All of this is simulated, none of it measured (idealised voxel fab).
Title: Process Module voxel released beams
Xsec cut, 300 nm wide, square cell size 5 nm.
Each cross-section below is a grid of square cells, stated as bands in top-down order, with one or more rows of cells making up each band.
For a band, the entry starts with two heights in nm, that of the top and then that of the bottom, and carries on with the band's materials in order from left to right, each alongside its width in nm; the word "full width" beside a single material means it fills the band edge to edge, and "air" means empty space.
Height is counted from the level 0, under which the received wafer is composed throughout of one material. The lowest of the bands is not closed at the bottom but continues downward, in the notation "0 -> down".
When a width is written as two numbers, as in "30..40", the first number is the width in the top row of cells of the band and the second is the width in its bottom row, and the width changes by the same amount from each row to the next.
"identical to before" (step): cross-section cells unchanged, all of them.
For the entry "closed voids", the listed items are empty spaces with no open way to the top whose size is 8 cells or more; each item follows the pattern width x height at distance, where distance is from the left edge and all three are in nm.
Formally, on a step line, whatever follows the settings is a remark that the simulator itself makes on the step.
The optional step-line setting "overlay nm" applies to steps with a mask and quantifies how far to the right of its planned location the mask lay, a negative value indicating leftward placement.

[These are the steps we planned for the process]
1) RECEIVE: material Si
2) CONFORMAL_DEP: material Al2O3, thk nm 10
3) DIRECTIONAL_DEP: material SiO2, thk nm 10
4) DIRECTIONAL_DEP: material aC, thk nm 10
5) PATTERN: tone open, mask id ANCHOR, material resist, width nm 40, thk nm 25, overlay nm 0
6) DIRECTIONAL_ETCH: etch materials aC, depth nm 10
7) STRIP: etch materials resist
8) DIRECTIONAL_ETCH: etch materials SiO2, depth nm 10
9) STRIP: etch materials aC
10) CONFORMAL_DEP: material SiN, thk nm 15
11) DIRECTIONAL_DEP: material aC, thk nm 15
12) PATTERN: tone cover, mask id BEAM, material resist, width nm 100, thk nm 30, overlay nm 0
13) DIRECTIONAL_ETCH: etch materials aC, depth nm 15
14) STRIP: etch materials resist
15) DIRECTIONAL_ETCH: etch materials SiN, depth nm 15
16) STRIP: etch materials aC
17) STRIP: etch materials SiO2

[Cross-section of the wafer at receipt, which is the condition after step 1]
* 0 -> down = Si full width
* closed voids: none

[The following cross-section depicts the wafer upon conclusion of the module. Processing commenced from the starting condition illustrated above and adhered to the plan illustrated above, save for one mistake in execution]
* 35 -> 25 = air 95, then SiN 60, then air 145
* 25 -> 20 = air 95, then SiN 100, then air 105
* 20 -> 10 = air 85, then SiN 15, then SiO2 40, then SiN 55, then air 105
* 10 -> 0 = Al2O3 full width
* 0 -> down = Si full width
* closed voids: none
Which mistake was made when the wafer was run? off-plan run, step 5, actual operation and settings PATTERN: tone cover, mask id ANCHOR, material resist, width nm 40, thk nm 25, overlay nm 0
